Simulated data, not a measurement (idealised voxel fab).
Process module name: voxel capacitor over wiring
245 nm wide, 5 nm square cells: that's cross-section cut.
Cross-section, as written here: a square-cell grid given band by band from the top down, where a band holds one or more rows of cells. For a band, the entry starts with two heights in nm, that of the top and then that of the bottom, and carries on with the band's materials in order from left to right, each alongside its width in nm; the word "full width" beside a single material means it fills the band edge to edge, and "empty" means empty space. Heights from 0 (as-received wafer is one material below). Bottom band endless downward, as "0 nm and below". A two-number width, for instance "30 to 40", indicates that the width is equal to the first number in the top row of the band and to the second number in the bottom row, and that it changes by a constant amount per row of cells. The cross-section has no changed cell in any step marked "nothing altered". "Voids lacking openings" - sealed voids, min. 8 cells, no opening to top; format: width x height at distance (distance from left edge; nm throughout). On each step's line, the part that comes after the settings is the simulator's own comment on the step. overlay nm: right-of-plan distance of the mask on a masked step; negative values mean left-of-plan. Heads up before you read on: it's before/after pairs around one process step each, after side only down to the lowest band that changed, step plus settings under the pair. Pairs can be from different runs of this module, same starting wafer, so only chain a pair onto the one above if its "Prior to step" entry says so.

# Prior to step
- 95 nm to 85 nm | 90 SiO2  5 TiN  5 Ru  5 TiN  140 SiO2
- 85 nm to 75 nm | 90 to 80 SiO2  15 to 60 TiN  140 to 105 SiO2
- 75 nm to 70 nm | 80 SiO2  60 HfO2  105 SiO2
- 70 nm to 60 nm | 75 SiO2  70 TiN  100 SiO2
- 60 nm to 50 nm | 80 SiO2  5 TiN  5 Ru  5 TiN  150 SiO2
- 50 nm to 45 nm | 80 SiCN  15 TiN  150 SiCN
- 45 nm to 40 nm | 75 TiN  15 Cu  65 TiN  15 Cu  75 TiN
- 40 nm to 20 nm | 70 SiO2  5 TiN  15 Cu  5 TiN  55 SiO2  5 TiN  15 Cu  5 TiN  70 SiO2
- 20 nm to 15 nm | 70 SiO2  25 TiN  55 SiO2  25 TiN  70 SiO2
- 15 nm to 0 nm | SiO2 full width
- 0 nm and below | Si full width
- Voids lacking openings: none

# Post-Step Cross-Section
- 100 nm to 95 nm | SiCN full width
- Heights below 95 show no change.
- Voids lacking openings: none
What sits between those two cross-sections? CONFORMAL_DEP,material SiCN,thk nm 5

# Prior to step
- 15 nm to 0 nm | SiO2 full width
- 0 nm and below | Si full width
- Voids lacking openings: none

# Post-Step Cross-Section
- 30 nm to 0 nm | SiO2 full width
- Heights below 0 show no change.
- Voids lacking openings: none
What sits between those two cross-sections? CONFORMAL_DEP,material SiO2,thk nm 15

Prior to step: we pick up right where the pair above leaves off, with its after cross-section.

# Post-Step Cross-Section
- 35 nm to 30 nm | SiCN full width
- Heights below 30 show no change.
- Voids lacking openings: none
What sits between those two cross-sections? CONFORMAL_DEP,material SiCN,thk nm 5

Prior to step: we pick up right where the pair above leaves off, with its after cross-section.

# Post-Step Cross-Section
- 60 nm to 35 nm | SiO2 full width
- Heights below 35 show no change.
- Voids lacking openings: none
What sits between those two cross-sections? DIRECTIONAL_DEP,material SiO2,thk nm 25

Prior to step: we pick up right where the pair above leaves off, with its after cross-section.

# Post-Step Cross-Section
- 75 nm to 60 nm | aC full width
- Heights below 60 show no change.
- Voids lacking openings: none
What sits between those two cross-sections? DIRECTIONAL_DEP,material aC,thk nm 15

Prior to step: we pick up right where the pair above leaves off, with its after cross-section.

# Post-Step Cross-Section
- 105 nm to 75 nm | 70 resist  25 empty  55 resist  25 empty  70 resist
- Heights below 75 show no change.
- Voids lacking openings: none
What sits between those two cross-sections? PATTERN,tone open,mask id METAL_1,material resist,width nm 25,pitch nm 80,thk nm 30,overlay nm 0

Prior to step: we pick up right where the pair above leaves off, with its after cross-section.

# Post-Step Cross-Section
- 90 nm to 75 nm | 70 resist  25 empty  55 resist  25 empty  70 resist
- 75 nm to 60 nm | 70 aC  25 empty  55 aC  25 empty  70 aC
- Heights below 60 show no change.
- Voids lacking openings: none
What sits between those two cross-sections? DIRECTIONAL_ETCH,etch materials aC,depth nm 15

Prior to step: we pick up right where the pair above leaves off, with its after cross-section.

# Post-Step Cross-Section
- 75 nm to 60 nm | 70 aC  25 empty  55 aC  25 empty  70 aC
- Heights below 60 show no change.
- Voids lacking openings: none
What sits between those two cross-sections? STRIP,etch materials resist

Prior to step: we pick up right where the pair above leaves off, with its after cross-section.

# Post-Step Cross-Section
- 75 nm to 60 nm | 70 aC  25 empty  55 aC  25 empty  70 aC
- 60 nm to 35 nm | 70 SiO2  25 empty  55 SiO2  25 empty  70 SiO2
- Heights below 35 show no change.
- Voids lacking openings: none
What sits between those two cross-sections? DIRECTIONAL_ETCH,etch materials SiO2,depth nm 25

Prior to step: we pick up right where the pair above leaves off, with its after cross-section.

# Post-Step Cross-Section
- 75 nm to 60 nm | 70 aC  25 empty  55 aC  25 empty  70 aC
- 60 nm to 35 nm | 70 SiO2  25 empty  55 SiO2  25 empty  70 SiO2
- 35 nm to 30 nm | 70 SiCN  25 empty  55 SiCN  25 empty  70 SiCN
- Heights below 30 show no change.
- Voids lacking openings: none
What sits between those two cross-sections? DIRECTIONAL_ETCH,etch materials SiCN,depth nm 5

Prior to step: we pick up right where the pair above leaves off, with its after cross-section.

# Post-Step Cross-Section
- 60 nm to 35 nm | 70 SiO2  25 empty  55 SiO2  25 empty  70 SiO2
- Heights below 35 show no change.
- Voids lacking openings: none
What sits between those two cross-sections? STRIP,etch materials aC

Prior to step: we pick up right where the pair above leaves off, with its after cross-section.

# Post-Step Cross-Section
- 65 nm to 60 nm | 75 TiN  15 empty  65 TiN  15 empty  75 TiN
- 60 nm to 35 nm | 70 SiO2  5 TiN  15 empty  5 TiN  55 SiO2  5 TiN  15 empty  5 TiN  70 SiO2
- 35 nm to 30 nm | 70 SiCN  25 TiN  55 SiCN  25 TiN  70 SiCN
- Heights below 30 show no change.
- Voids lacking openings: none
What sits between those two cross-sections? CONFORMAL_DEP,material TiN,thk nm 5

Prior to step: we pick up right where the pair above leaves off, with its after cross-section.

# Post-Step Cross-Section
- 70 nm to 65 nm | Cu full width
- 65 nm to 60 nm | 75 TiN  15 Cu  65 TiN  15 Cu  75 TiN
- 60 nm to 35 nm | 70 SiO2  5 TiN  15 Cu  5 TiN  55 SiO2  5 TiN  15 Cu  5 TiN  70 SiO2
- Heights below 35 show no change.
- Voids lacking openings: none
What sits between those two cross-sections? FILL_DEP,material Cu,thk nm 5

Prior to step: we pick up right where the pair above leaves off, with its after cross-section.

# Post-Step Cross-Section
- 45 nm to 35 nm | 70 SiO2  5 TiN  15 Cu  5 TiN  55 SiO2  5 TiN  15 Cu  5 TiN  70 SiO2
- Heights below 35 show no change.
- Voids lacking openings: none
What sits between those two cross-sections? CMP,height nm 45

Prior to step: we pick up right where the pair above leaves off, with its after cross-section.

# Post-Step Cross-Section
- 50 nm to 45 nm | SiCN full width
- Heights below 45 show no change.
- Voids lacking openings: none
What sits between those two cross-sections? CONFORMAL_DEP,material SiCN,thk nm 5

Prior to step: we pick up right where the pair above leaves off, with its after cross-section.

# Post-Step Cross-Section
- 60 nm to 50 nm | SiO2 full width
- Heights below 50 show no change.
- Voids lacking openings: none
What sits between those two cross-sections? DIRECTIONAL_DEP,material SiO2,thk nm 10

Prior to step: we pick up right where the pair above leaves off, with its after cross-section.

# Post-Step Cross-Section
- 70 nm to 60 nm | aC full width
- Heights below 60 show no change.
- Voids lacking openings: none
What sits between those two cross-sections? DIRECTIONAL_DEP,material aC,thk nm 10

Prior to step: we pick up right where the pair above leaves off, with its after cross-section.

# Post-Step Cross-Section
- 95 nm to 70 nm | 80 resist  15 empty  150 resist
- Heights below 70 show no change.
- Voids lacking openings: none
What sits between those two cross-sections? PATTERN,tone open,mask id PLUG_1,material resist,width nm 15,thk nm 25,overlay nm 0

Prior to step: we pick up right where the pair above leaves off, with its after cross-section.

# Post-Step Cross-Section
- 85 nm to 70 nm | 80 resist  15 empty  150 resist
- 70 nm to 60 nm | 80 aC  15 empty  150 aC
- Heights below 60 show no change.
- Voids lacking openings: none
What sits between those two cross-sections? DIRECTIONAL_ETCH,etch materials aC,depth nm 10

Prior to step: we pick up right where the pair above leaves off, with its after cross-section.

# Post-Step Cross-Section
- 70 nm to 60 nm | 80 aC  15 empty  150 aC
- Heights below 60 show no change.
- Voids lacking openings: none
What sits between those two cross-sections? STRIP,etch materials resist

Prior to step: we pick up right where the pair above leaves off, with its after cross-section.

# Post-Step Cross-Section
- 70 nm to 60 nm | 80 aC  15 empty  150 aC
- 60 nm to 50 nm | 80 SiO2  15 empty  150 SiO2
- Heights below 50 show no change.
- Voids lacking openings: none
What sits between those two cross-sections? DIRECTIONAL_ETCH,etch materials SiO2,depth nm 10

Prior to step: we pick up right where the pair above leaves off, with its after cross-section.

# Post-Step Cross-Section
- 70 nm to 60 nm | 80 aC  15 empty  150 aC
- 60 nm to 50 nm | 80 SiO2  15 empty  150 SiO2
- 50 nm to 45 nm | 80 SiCN  15 empty  150 SiCN
- Heights below 45 show no change.
- Voids lacking openings: none
What sits between those two cross-sections? DIRECTIONAL_ETCH,etch materials SiCN,depth nm 5

Prior to step: we pick up right where the pair above leaves off, with its after cross-section.

# Post-Step Cross-Section
- 60 nm to 50 nm | 80 SiO2  15 empty  150 SiO2
- Heights below 50 show no change.
- Voids lacking openings: none
What sits between those two cross-sections? STRIP,etch materials aC

Prior to step: we pick up right where the pair above leaves off, with its after cross-section.

# Post-Step Cross-Section
- 65 nm to 60 nm | 85 TiN  5 empty  155 TiN
- 60 nm to 50 nm | 80 SiO2  5 TiN  5 empty  5 TiN  150 SiO2
- 50 nm to 45 nm | 80 SiCN  15 TiN  150 SiCN
- Heights below 45 show no change.
- Voids lacking openings: none
What sits between those two cross-sections? CONFORMAL_DEP,material TiN,thk nm 5

Prior to step: we pick up right where the pair above leaves off, with its after cross-section.

# Post-Step Cross-Section
- 70 nm to 65 nm | Ru full width
- 65 nm to 60 nm | 85 TiN  5 Ru  155 TiN
- 60 nm to 50 nm | 80 SiO2  5 TiN  5 Ru  5 TiN  150 SiO2
- Heights below 50 show no change.
- Voids lacking openings: none
What sits between those two cross-sections? FILL_DEP,material Ru,thk nm 5

Prior to step: we pick up right where the pair above leaves off, with its after cross-section.

# Post-Step Cross-Section
- 60 nm to 50 nm | 80 SiO2  5 TiN  5 Ru  5 TiN  150 SiO2
- Heights below 50 show no change.
- Voids lacking openings: none
What sits between those two cross-sections? CMP,height nm 60

Prior to step: we pick up right where the pair above leaves off, with its after cross-section.

# Post-Step Cross-Section
- 70 nm to 60 nm | TiN full width
- Heights below 60 show no change.
- Voids lacking openings: none
What sits between those two cross-sections? DIRECTIONAL_DEP,material TiN,thk nm 10

Prior to step: we pick up right where the pair above leaves off, with its after cross-section.

# Post-Step Cross-Section
- 75 nm to 70 nm | HfO2 full width
- Heights below 70 show no change.
- Voids lacking openings: none
What sits between those two cross-sections? DIRECTIONAL_DEP,material HfO2,thk nm 5

Prior to step: we pick up right where the pair above leaves off, with its after cross-section.

# Post-Step Cross-Section
- 80 nm to 75 nm | TiN full width
- Heights below 75 show no change.
- Voids lacking openings: none
What sits between those two cross-sections? DIRECTIONAL_DEP,material TiN,thk nm 5

Prior to step: we pick up right where the pair above leaves off, with its after cross-section.

# Post-Step Cross-Section
- 95 nm to 80 nm | aC full width
- Heights below 80 show no change.
- Voids lacking openings: none
What sits between those two cross-sections? DIRECTIONAL_DEP,material aC,thk nm 15

Prior to step: we pick up right where the pair above leaves off, with its after cross-section.

# Post-Step Cross-Section
- 125 nm to 95 nm | 80 empty  60 resist  105 empty
- Heights below 95 show no change.
- Voids lacking openings: none
What sits between those two cross-sections? PATTERN,tone cover,mask id UPPER_PLATE,material resist,width nm 60,thk nm 30,overlay nm 0

Prior to step: we pick up right where the pair above leaves off, with its after cross-section.

# Post-Step Cross-Section
- 110 nm to 95 nm | 80 empty  60 resist  105 empty
- 95 nm to 80 nm | 80 empty  60 aC  105 empty
- Heights below 80 show no change.
- Voids lacking openings: none
What sits between those two cross-sections? DIRECTIONAL_ETCH,etch materials aC,depth nm 15

Prior to step: we pick up right where the pair above leaves off, with its after cross-section.

# Post-Step Cross-Section
- 95 nm to 80 nm | 80 empty  60 aC  105 empty
- Heights below 80 show no change.
- Voids lacking openings: none
What sits between those two cross-sections? STRIP,etch materials resist

Prior to step: we pick up right where the pair above leaves off, with its after cross-section.

# Post-Step Cross-Section
- 95 nm to 80 nm | 80 empty  60 aC  105 empty
- 80 nm to 75 nm | 80 empty  60 TiN  105 empty
- Heights below 75 show no change.
- Voids lacking openings: none
What sits between those two cross-sections? DIRECTIONAL_ETCH,etch materials TiN,depth nm 5

Prior to step: we pick up right where the pair above leaves off, with its after cross-section.

# Post-Step Cross-Section
- 95 nm to 80 nm | 80 empty  60 aC  105 empty
- 80 nm to 75 nm | 80 empty  60 TiN  105 empty
- 75 nm to 70 nm | 80 empty  60 HfO2  105 empty
- Heights below 70 show no change.
- Voids lacking openings: none
What sits between those two cross-sections? DIRECTIONAL_ETCH,etch materials HfO2,depth nm 5

Prior to step: we pick up right where the pair above leaves off, with its after cross-section.

# Post-Step Cross-Section
- 80 nm to 75 nm | 80 empty  60 TiN  105 empty
- Heights below 75 show no change.
- Voids lacking openings: none
What sits between those two cross-sections? STRIP,etch materials aC

Prior to step: we pick up right where the pair above leaves off, with its after cross-section.

# Post-Step Cross-Section
- 100 nm to 80 nm | 75 empty  70 resist  100 empty
- 80 nm to 75 nm | 75 empty  5 resist  60 TiN  5 resist  100 empty
- 75 nm to 70 nm | 75 empty  5 resist  60 HfO2  5 resist  100 empty
- Heights below 70 show no change.
- Voids lacking openings: none
What sits between those two cross-sections? PATTERN,tone cover,mask id LOWER_PLATE,material resist,width nm 70,thk nm 20,overlay nm 0

Prior to step: we pick up right where the pair above leaves off, with its after cross-section.

# Post-Step Cross-Section
- 100 nm to 80 nm | 75 empty  70 resist  100 empty
- 80 nm to 75 nm | 75 empty  5 resist  60 TiN  5 resist  100 empty
- 75 nm to 70 nm | 75 empty  5 resist  60 HfO2  5 resist  100 empty
- 70 nm to 60 nm | 75 empty  70 TiN  100 empty
- Heights below 60 show no change.
- Voids lacking openings: none
What sits between those two cross-sections? DIRECTIONAL_ETCH,etch materials TiN,depth nm 10

Prior to step: we pick up right where the pair above leaves off, with its after cross-section.

# Post-Step Cross-Section
- 80 nm to 75 nm | 80 empty  60 TiN  105 empty
- 75 nm to 70 nm | 80 empty  60 HfO2  105 empty
- Heights below 70 show no change.
- Voids lacking openings: none
What sits between those two cross-sections? STRIP,etch materials resist

Prior to step: we pick up right where the pair above leaves off, with its after cross-section.

# Post-Step Cross-Section
- 100 nm to 80 nm | SiO2 full width
- 80 nm to 75 nm | 80 SiO2  60 TiN  105 SiO2
- 75 nm to 70 nm | 80 SiO2  60 HfO2  105 SiO2
- 70 nm to 60 nm | 75 SiO2  70 TiN  100 SiO2
- Heights below 60 show no change.
- Voids lacking openings: none
What sits between those two cross-sections? FILL_DEP,material SiO2,thk nm 20

Prior to step: we pick up right where the pair above leaves off, with its after cross-section.

# Post-Step Cross-Section
- 95 nm to 80 nm | SiO2 full width
- Heights below 80 show no change.
- Voids lacking openings: none
What sits between those two cross-sections? CMP,height nm 95

Prior to step: we pick up right where the pair above leaves off, with its after cross-section.

# Post-Step Cross-Section
- 115 nm to 95 nm | 90 resist  15 empty  140 resist
- Heights below 95 show no change.
- Voids lacking openings: none
What sits between those two cross-sections? PATTERN,tone open,mask id PLUG_2,material resist,width nm 15,thk nm 20,overlay nm 0

Prior to step: we pick up right where the pair above leaves off, with its after cross-section.

# Post-Step Cross-Section
- 115 nm to 95 nm | 90 resist  15 empty  140 resist
- 95 nm to 80 nm | 90 SiO2  15 empty  140 SiO2
- Heights below 80 show no change.
- Voids lacking openings: none
What sits between those two cross-sections? DIRECTIONAL_ETCH,etch materials SiO2,depth nm 15

Prior to step: we pick up right where the pair above leaves off, with its after cross-section.

# Post-Step Cross-Section
- 95 nm to 80 nm | 90 SiO2  15 empty  140 SiO2
- Heights below 80 show no change.
- Voids lacking openings: none
What sits between those two cross-sections? STRIP,etch materials resist

Prior to step: we pick up right where the pair above leaves off, with its after cross-section.

# Post-Step Cross-Section
- 100 nm to 95 nm | 95 TiN  5 empty  145 TiN
- 95 nm to 85 nm | 90 SiO2  5 TiN  5 empty  5 TiN  140 SiO2
- 85 nm to 75 nm | 90 to 80 SiO2  15 to 60 TiN  140 to 105 SiO2
- Heights below 75 show no change.
- Voids lacking openings: none
What sits between those two cross-sections? CONFORMAL_DEP,material TiN,thk nm 5

Prior to step: we pick up right where the pair above leaves off, with its after cross-section.

# Post-Step Cross-Section
- 105 nm to 100 nm | Ru full width
- 100 nm to 95 nm | 95 TiN  5 Ru  145 TiN
- 95 nm to 85 nm | 90 SiO2  5 TiN  5 Ru  5 TiN  140 SiO2
- Heights below 85 show no change.
- Voids lacking openings: none
What sits between those two cross-sections? FILL_DEP,material Ru,thk nm 5

Prior to step: we pick up right where the pair above leaves off, with its after cross-section.

# Post-Step Cross-Section
- 95 nm to 85 nm | 90 SiO2  5 TiN  5 Ru  5 TiN  140 SiO2
- Heights below 85 show no change.
- Voids lacking openings: none
What sits between those two cross-sections? CMP,height nm 95

Prior to step: we pick up right where the pair above leaves off, with its after cross-section.

# Post-Step Cross-Section
- 100 nm to 95 nm | SiCN full width
- Heights below 95 show no change.
- Voids lacking openings: none
What sits between those two cross-sections? CONFORMAL_DEP,material SiCN,thk nm 5

# Prior to step
- 45 nm to 20 nm | 70 SiO2  5 TiN  15 Cu  5 TiN  55 SiO2  5 TiN  15 Cu  5 TiN  70 SiO2
- 20 nm to 15 nm | 70 SiCN  25 TiN  55 SiCN  25 TiN  70 SiCN
- 15 nm to 0 nm | SiO2 full width
- 0 nm and below | Si full width
- Voids lacking openings: none

# Post-Step Cross-Section
- 55 nm to 45 nm | SiO2 full width
- Heights below 45 show no change.
- Voids lacking openings: none
What sits between those two cross-sections? DIRECTIONAL_DEP,material SiO2,thk nm 10

Prior to step: we pick up right where the pair above leaves off, with its after cross-section.

# Post-Step Cross-Section
- 60 nm to 55 nm | SiCN full width
- Heights below 55 show no change.
- Voids lacking openings: none
What sits between those two cross-sections? CONFORMAL_DEP,material SiCN,thk nm 5

Prior to step: we pick up right where the pair above leaves off, with its after cross-section.

# Post-Step Cross-Section
- 70 nm to 60 nm | aC full width
- Heights below 60 show no change.
- Voids lacking openings: none
What sits between those two cross-sections? DIRECTIONAL_DEP,material aC,thk nm 10

Prior to step: we pick up right where the pair above leaves off, with its after cross-section.

# Post-Step Cross-Section
- 95 nm to 70 nm | 80 resist  15 empty  150 resist
- Heights below 70 show no change.
- Voids lacking openings: none
What sits between those two cross-sections? PATTERN,tone open,mask id PLUG_1,material resist,width nm 15,thk nm 25,overlay nm 0

Prior to step: we pick up right where the pair above leaves off, with its after cross-section.

# Post-Step Cross-Section
- 85 nm to 70 nm | 80 resist  15 empty  150 resist
- 70 nm to 60 nm | 80 aC  15 empty  150 aC
- Heights below 60 show no change.
- Voids lacking openings: none
What sits between those two cross-sections? DIRECTIONAL_ETCH,etch materials aC,depth nm 10

Prior to step: we pick up right where the pair above leaves off, with its after cross-section.

# Post-Step Cross-Section
- 70 nm to 60 nm | 80 aC  15 empty  150 aC
- Heights below 60 show no change.
- Voids lacking openings: none
What sits between those two cross-sections? STRIP,etch materials resist

Prior to step: we pick up right where the pair above leaves off, with its after cross-section.

# Post-Step Cross-Section
- 70 nm to 60 nm | 80 aC  15 empty  150 aC
- 60 nm to 55 nm | 80 SiCN  15 empty  150 SiCN
- Heights below 55 show no change.
- Voids lacking openings: none
What sits between those two cross-sections? DIRECTIONAL_ETCH,etch materials SiCN,depth nm 5

Prior to step: we pick up right where the pair above leaves off, with its after cross-section.

# Post-Step Cross-Section
- 60 nm to 55 nm | 80 SiCN  15 empty  150 SiCN
- Heights below 55 show no change.
- Voids lacking openings: none
What sits between those two cross-sections? STRIP,etch materials aC

Prior to step: we pick up right where the pair above leaves off, with its after cross-section.

# Post-Step Cross-Section
- 65 nm to 60 nm | 85 TiN  5 empty  155 TiN
- 60 nm to 55 nm | 80 SiCN  15 TiN  150 SiCN
- Heights below 55 show no change.
- Voids lacking openings: none
What sits between those two cross-sections? CONFORMAL_DEP,material TiN,thk nm 5

Prior to step: we pick up right where the pair above leaves off, with its after cross-section.

# Post-Step Cross-Section
- 70 nm to 65 nm | Ru full width
- 65 nm to 60 nm | 85 TiN  5 Ru  155 TiN
- Heights below 60 show no change.
- Voids lacking openings: none
What sits between those two cross-sections? FILL_DEP,material Ru,thk nm 5

Prior to step: we pick up right where the pair above leaves off, with its after cross-section.

# Post-Step Cross-Section
- 60 nm to 55 nm | 80 SiCN  15 TiN  150 SiCN
- Heights below 55 show no change.
- Voids lacking openings: none
What sits between those two cross-sections? CMP,height nm 60

Prior to step: we pick up right where the pair above leaves off, with its after cross-section.

# Post-Step Cross-Section
- 70 nm to 60 nm | TiN full width
- Heights below 60 show no change.
- Voids lacking openings: none
What sits between those two cross-sections? DIRECTIONAL_DEP,material TiN,thk nm 10

Prior to step: we pick up right where the pair above leaves off, with its after cross-section.

# Post-Step Cross-Section
- 75 nm to 70 nm | HfO2 full width
- Heights below 70 show no change.
- Voids lacking openings: none
What sits between those two cross-sections? DIRECTIONAL_DEP,material HfO2,thk nm 5

Prior to step: we pick up right where the pair above leaves off, with its after cross-section.

# Post-Step Cross-Section
- 80 nm to 75 nm | TiN full width
- Heights below 75 show no change.
- Voids lacking openings: none
What sits between those two cross-sections? DIRECTIONAL_DEP,material TiN,thk nm 5

Prior to step: we pick up right where the pair above leaves off, with its after cross-section.

# Post-Step Cross-Section
- 95 nm to 80 nm | aC full width
- Heights below 80 show no change.
- Voids lacking openings: none
What sits between those two cross-sections? DIRECTIONAL_DEP,material aC,thk nm 15

Prior to step: we pick up right where the pair above leaves off, with its after cross-section.

# Post-Step Cross-Section
- 125 nm to 95 nm | 80 empty  60 resist  105 empty
- Heights below 95 show no change.
- Voids lacking openings: none
What sits between those two cross-sections? PATTERN,tone cover,mask id UPPER_PLATE,material resist,width nm 60,thk nm 30,overlay nm 0

Prior to step: we pick up right where the pair above leaves off, with its after cross-section.

# Post-Step Cross-Section
- 110 nm to 95 nm | 80 empty  60 resist  105 empty
- 95 nm to 80 nm | 80 empty  60 aC  105 empty
- Heights below 80 show no change.
- Voids lacking openings: none
What sits between those two cross-sections? DIRECTIONAL_ETCH,etch materials aC,depth nm 15

Prior to step: we pick up right where the pair above leaves off, with its after cross-section.

# Post-Step Cross-Section
- 95 nm to 80 nm | 80 empty  60 aC  105 empty
- Heights below 80 show no change.
- Voids lacking openings: none
What sits between those two cross-sections? STRIP,etch materials resist

Prior to step: we pick up right where the pair above leaves off, with its after cross-section.

# Post-Step Cross-Section
- 95 nm to 80 nm | 80 empty  60 aC  105 empty
- 80 nm to 75 nm | 80 empty  60 TiN  105 empty
- Heights below 75 show no change.
- Voids lacking openings: none
What sits between those two cross-sections? DIRECTIONAL_ETCH,etch materials TiN,depth nm 5

Prior to step: we pick up right where the pair above leaves off, with its after cross-section.

# Post-Step Cross-Section
- 95 nm to 80 nm | 80 empty  60 aC  105 empty
- 80 nm to 75 nm | 80 empty  60 TiN  105 empty
- 75 nm to 70 nm | 80 empty  60 HfO2  105 empty
- Heights below 70 show no change.
- Voids lacking openings: none
What sits between those two cross-sections? DIRECTIONAL_ETCH,etch materials HfO2,depth nm 5

Prior to step: we pick up right where the pair above leaves off, with its after cross-section.

# Post-Step Cross-Section
- 80 nm to 75 nm | 80 empty  60 TiN  105 empty
- Heights below 75 show no change.
- Voids lacking openings: none
What sits between those two cross-sections? STRIP,etch materials aC

Prior to step: we pick up right where the pair above leaves off, with its after cross-section.

# Post-Step Cross-Section
- 100 nm to 80 nm | 75 empty  70 resist  100 empty
- 80 nm to 75 nm | 75 empty  5 resist  60 TiN  5 resist  100 empty
- 75 nm to 70 nm | 75 empty  5 resist  60 HfO2  5 resist  100 empty
- Heights below 70 show no change.
- Voids lacking openings: none
What sits between those two cross-sections? PATTERN,tone cover,mask id LOWER_PLATE,material resist,width nm 70,thk nm 20,overlay nm 0

Prior to step: we pick up right where the pair above leaves off, with its after cross-section.

# Post-Step Cross-Section
- 100 nm to 80 nm | 75 empty  70 resist  100 empty
- 80 nm to 75 nm | 75 empty  5 resist  60 TiN  5 resist  100 empty
- 75 nm to 70 nm | 75 empty  5 resist  60 HfO2  5 resist  100 empty
- 70 nm to 60 nm | 75 empty  70 TiN  100 empty
- Heights below 60 show no change.
- Voids lacking openings: none
What sits between those two cross-sections? DIRECTIONAL_ETCH,etch materials TiN,depth nm 10

Prior to step: we pick up right where the pair above leaves off, with its after cross-section.

# Post-Step Cross-Section
- 80 nm to 75 nm | 80 empty  60 TiN  105 empty
- 75 nm to 70 nm | 80 empty  60 HfO2  105 empty
- Heights below 70 show no change.
- Voids lacking openings: none
What sits between those two cross-sections? STRIP,etch materials resist

Prior to step: we pick up right where the pair above leaves off, with its after cross-section.

# Post-Step Cross-Section
- 100 nm to 80 nm | SiO2 full width
- 80 nm to 75 nm | 80 SiO2  60 TiN  105 SiO2
- 75 nm to 70 nm | 80 SiO2  60 HfO2  105 SiO2
- 70 nm to 60 nm | 75 SiO2  70 TiN  100 SiO2
- Heights below 60 show no change.
- Voids lacking openings: none
What sits between those two cross-sections? FILL_DEP,material SiO2,thk nm 20

Prior to step: we pick up right where the pair above leaves off, with its after cross-section.

# Post-Step Cross-Section
- 95 nm to 80 nm | SiO2 full width
- Heights below 80 show no change.
- Voids lacking openings: none
What sits between those two cross-sections? CMP,height nm 95

Prior to step: we pick up right where the pair above leaves off, with its after cross-section.

# Post-Step Cross-Section
- 115 nm to 95 nm | 90 resist  15 empty  140 resist
- Heights below 95 show no change.
- Voids lacking openings: none
What sits between those two cross-sections? PATTERN,tone open,mask id PLUG_2,material resist,width nm 15,thk nm 20,overlay nm 0

Prior to step: we pick up right where the pair above leaves off, with its after cross-section.

# Post-Step Cross-Section
- 115 nm to 95 nm | 90 resist  15 empty  140 resist
- 95 nm to 80 nm | 90 SiO2  15 empty  140 SiO2
- Heights below 80 show no change.
- Voids lacking openings: none
What sits between those two cross-sections? DIRECTIONAL_ETCH,etch materials SiO2,depth nm 15

Prior to step: we pick up right where the pair above leaves off, with its after cross-section.

# Post-Step Cross-Section
- 95 nm to 80 nm | 90 SiO2  15 empty  140 SiO2
- Heights below 80 show no change.
- Voids lacking openings: none
What sits between those two cross-sections? STRIP,etch materials resist

Prior to step: we pick up right where the pair above leaves off, with its after cross-section.

# Post-Step Cross-Section
- 100 nm to 95 nm | 95 TiN  5 empty  145 TiN
- 95 nm to 85 nm | 90 SiO2  5 TiN  5 empty  5 TiN  140 SiO2
- 85 nm to 75 nm | 90 to 80 SiO2  15 to 60 TiN  140 to 105 SiO2
- Heights below 75 show no change.
- Voids lacking openings: none
What sits between those two cross-sections? CONFORMAL_DEP,material TiN,thk nm 5

Prior to step: we pick up right where the pair above leaves off, with its after cross-section.

# Post-Step Cross-Section
- 105 nm to 100 nm | Ru full width
- 100 nm to 95 nm | 95 TiN  5 Ru  145 TiN
- 95 nm to 85 nm | 90 SiO2  5 TiN  5 Ru  5 TiN  140 SiO2
- Heights below 85 show no change.
- Voids lacking openings: none
What sits between those two cross-sections? FILL_DEP,material Ru,thk nm 5

Prior to step: we pick up right where the pair above leaves off, with its after cross-section.

# Post-Step Cross-Section
- 95 nm to 85 nm | 90 SiO2  5 TiN  5 Ru  5 TiN  140 SiO2
- Heights below 85 show no change.
- Voids lacking openings: none
What sits between those two cross-sections? CMP,height nm 95

Prior to step: we pick up right where the pair above leaves off, with its after cross-section.

# Post-Step Cross-Section
- 100 nm to 95 nm | SiCN full width
- Heights below 95 show no change.
- Voids lacking openings: none
What sits between those two cross-sections? CONFORMAL_DEP,material SiCN,thk nm 5

# Prior to step
- 100 nm to 80 nm | 75 empty  70 resist  100 empty
- 80 nm to 75 nm | 75 empty  5 resist  60 TiN  5 resist  100 empty
- 75 nm to 70 nm | 75 empty  5 resist  60 HfO2  5 resist  100 empty
- 70 nm to 60 nm | TiN full width
- 60 nm to 50 nm | 80 SiO2  5 TiN  5 Ru  5 TiN  150 SiO2
- 50 nm to 45 nm | 80 SiCN  15 TiN  150 SiCN
- 45 nm to 20 nm | 70 SiO2  5 TiN  15 Cu  5 TiN  55 SiO2  5 TiN  15 Cu  5 TiN  70 SiO2
- 20 nm to 15 nm | 70 SiCN  25 TiN  55 SiCN  25 TiN  70 SiCN
- 15 nm to 0 nm | SiO2 full width
- 0 nm and below | Si full width
- Voids lacking openings: none

# Post-Step Cross-Section
- 100 nm to 80 nm | 75 empty  70 resist  100 empty
- 80 nm to 75 nm | 75 empty  5 resist  60 TiN  5 resist  100 empty
- 75 nm to 70 nm | 75 empty  5 resist  60 HfO2  5 resist  100 empty
- 70 nm to 65 nm | 75 empty  70 TiN  100 empty
- Heights below 65 show no change.
- Voids lacking openings: none
What sits between those two cross-sections? DIRECTIONAL_ETCH,etch materials TiN,depth nm 5

Prior to step: we pick up right where the pair above leaves off, with its after cross-section.

# Post-Step Cross-Section
- 80 nm to 75 nm | 80 empty  60 TiN  105 empty
- 75 nm to 70 nm | 80 empty  60 HfO2  105 empty
- Heights below 70 show no change.
- Voids lacking openings: none
What sits between those two cross-sections? STRIP,etch materials resist

Prior to step: we pick up right where the pair above leaves off, with its after cross-section.

# Post-Step Cross-Section
- 100 nm to 80 nm | SiO2 full width
- 80 nm to 75 nm | 80 SiO2  60 TiN  105 SiO2
- 75 nm to 70 nm | 80 SiO2  60 HfO2  105 SiO2
- 70 nm to 65 nm | 75 SiO2  70 TiN  100 SiO2
- Heights below 65 show no change.
- Voids lacking openings: none
What sits between those two cross-sections? FILL_DEP,material SiO2,thk nm 20

Prior to step: we pick up right where the pair above leaves off, with its after cross-section.

# Post-Step Cross-Section
- 95 nm to 80 nm | SiO2 full width
- Heights below 80 show no change.
- Voids lacking openings: none
What sits between those two cross-sections? CMP,height nm 95
